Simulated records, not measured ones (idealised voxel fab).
The process module that follows is named voxel capacitor over wiring.
Each square cell in cross-section cut measures 5 nm, and the section as a whole is 275 nm wide.
Cross-section, as written here: a square-cell grid given band by band from the top down, where a band holds one or more rows of cells.
Quick guide to a band line: top height, bottom height (nm) up front; then every material left to right with its width in nm. Only one material and it's marked "edge to edge"? Then it fills the band edge to edge. And "air" just means empty space.
Heights are reckoned from 0. Under this level, the received wafer is all of one material. The bottommost band is open-ended downward, for example "0 -> down".
You'd read "30..40" like this: the band's top row of cells is as wide as the first number, its bottom row is as wide as the second, and going down, every row changes width by the same amount as the row before did.
The cross-section has no changed cell in any step marked "no alterations made".
Each empty space that has no open way to the top and spans at least 8 cells appears under "Sealed-off cavities" as width x height at distance, the distance counted from the left edge, all in nm.
Step line, after settings: the simulator's comment on this step.
You can add "overlay nm" to a step's line. For a step with a mask, it describes how far the mask lay to the right of its planned position, and a negative number describes a lay to the left.

Set out below are the planned steps of the process
- 1: RECEIVE: material Si
- 2: CONFORMAL_DEP: material SiO2, thk nm 15
- 3: DIRECTIONAL_DEP: material TiN, thk nm 5
- 4: DIRECTIONAL_DEP: material W, thk nm 15
- 5: MASKED_ETCH: tone cover, mask id METAL_1, width nm 30, pitch nm 100, etch materials W, depth nm 15, overlay nm 0
- 6: MASKED_ETCH: tone cover, mask id METAL_1, width nm 20, pitch nm 100, etch materials TiN, depth nm 5, overlay nm 0
- 7: FILL_DEP: material SiO2, thk nm 10
- 8: CMP: height nm 35
- 9: CONFORMAL_DEP: material SiCN, thk nm 5
- 10: DIRECTIONAL_DEP: material lowk, thk nm 10
- 11: PATTERN: tone open, mask id PLUG_1, material resist, width nm 15, thk nm 15, overlay nm 0
- 12: DIRECTIONAL_ETCH: etch materials lowk, depth nm 10
- 13: DIRECTIONAL_ETCH: etch materials SiCN, depth nm 5
- 14: STRIP: etch materials resist
- 15: EPI: material Ru, thk nm 10
- 16: EPI: material Ru, thk nm 5
- 17: DIRECTIONAL_DEP: material TiN, thk nm 10
- 18: DIRECTIONAL_DEP: material SiN, thk nm 5
- 19: DIRECTIONAL_DEP: material TiN, thk nm 5
- 20: DIRECTIONAL_DEP: material aC, thk nm 10
- 21: PATTERN: tone cover, mask id UPPER_PLATE, material resist, width nm 75, thk nm 25, overlay nm 0
- 22: DIRECTIONAL_ETCH: etch materials aC, depth nm 10
- 23: STRIP: etch materials resist
- 24: DIRECTIONAL_ETCH: etch materials TiN, depth nm 5
- 25: DIRECTIONAL_ETCH: etch materials SiN, depth nm 5
- 26: STRIP: etch materials aC
- 27: MASKED_ETCH: tone cover, mask id LOWER_PLATE, width nm 85, etch materials TiN, depth nm 10, overlay nm 0
- 28: FILL_DEP: material SiO2, thk nm 20
- 29: CMP: height nm 85
- 30: MASKED_ETCH: tone open, mask id PLUG_2, width nm 15, etch materials SiO2, depth nm 15, overlay nm 0
- 31: CONFORMAL_DEP: material TiN, thk nm 5
- 32: FILL_DEP: material Ru, thk nm 5
- 33: CMP: height nm 85
- 34: CONFORMAL_DEP: material SiN, thk nm 5
Same starting wafers, different width nm at step 6. Plan value belongs to the first wafer.

Cross-sectional view of the first of several wafers in the as-received condition, corresponding to the state following step 1
	0 -> down: Si edge to edge
	Sealed-off cavities: none

End-of-module cross-section, first of several wafers, after last step 34
	90 -> 85: SiN edge to edge
	85 -> 75: SiO2: 95; TiN: 5; Ru: 5; TiN: 5; SiO2: 165
	75 -> 65: SiO2: 95..85; TiN: 15..75; SiO2: 165..115
	65 -> 60: SiO2: 85; SiN: 75; SiO2: 115
	60 -> 50: SiO2: 80; TiN: 85; SiO2: 110
	50 -> 40: lowk: 85; Ru: 15; lowk: 175
	40 -> 35: SiCN: 85; Ru: 15; SiCN: 175
	35 -> 20: SiO2: 70; W: 30; SiO2: 70; W: 30; SiO2: 75
	20 -> 15: SiO2: 70; TiN: 30; SiO2: 70; TiN: 30; SiO2: 75
	15 -> 0: SiO2 edge to edge
	0 -> down: Si edge to edge
	Sealed-off cavities: none

End of module, last wafer sectioned
	90 -> 85: SiN edge to edge
	85 -> 75: SiO2: 95; TiN: 5; Ru: 5; TiN: 5; SiO2: 165
	75 -> 65: SiO2: 95..85; TiN: 15..75; SiO2: 165..115
	65 -> 60: SiO2: 85; SiN: 75; SiO2: 115
	60 -> 50: SiO2: 80; TiN: 85; SiO2: 110
	50 -> 40: lowk: 85; Ru: 15; lowk: 175
	40 -> 35: SiCN: 85; Ru: 15; SiCN: 175
	35 -> 20: SiO2: 70; W: 30; SiO2: 70; W: 30; SiO2: 75
	20 -> 15: SiO2: 65; TiN: 45; SiO2: 55; TiN: 45; SiO2: 65
	15 -> 0: SiO2 edge to edge
	0 -> down: Si edge to edge
	Sealed-off cavities: none

Per wafer (row), end of module: delta in cells per material since receipt, (+) for gained, (-) for lost; closed voids after that
width nm 20; +11 Ru; +52 SiCN; +70 SiN; +649 SiO2; +68 TiN; +36 W; +104 lowk; Sealed-off cavities: none
width nm 25; +11 Ru; +52 SiCN; +70 SiN; +649 SiO2; +68 TiN; +36 W; +104 lowk; Sealed-off cavities: none
width nm 30; +11 Ru; +52 SiCN; +70 SiN; +649 SiO2; +68 TiN; +36 W; +104 lowk; Sealed-off cavities: none
width nm 35; +11 Ru; +52 SiCN; +70 SiN; +647 SiO2; +70 TiN; +36 W; +104 lowk; Sealed-off cavities: none
width nm 40; +11 Ru; +52 SiCN; +70 SiN; +645 SiO2; +72 TiN; +36 W; +104 lowk; Sealed-off cavities: none
width nm 45; +11 Ru; +52 SiCN; +70 SiN; +643 SiO2; +74 TiN; +36 W; +104 lowk; Sealed-off cavities: none
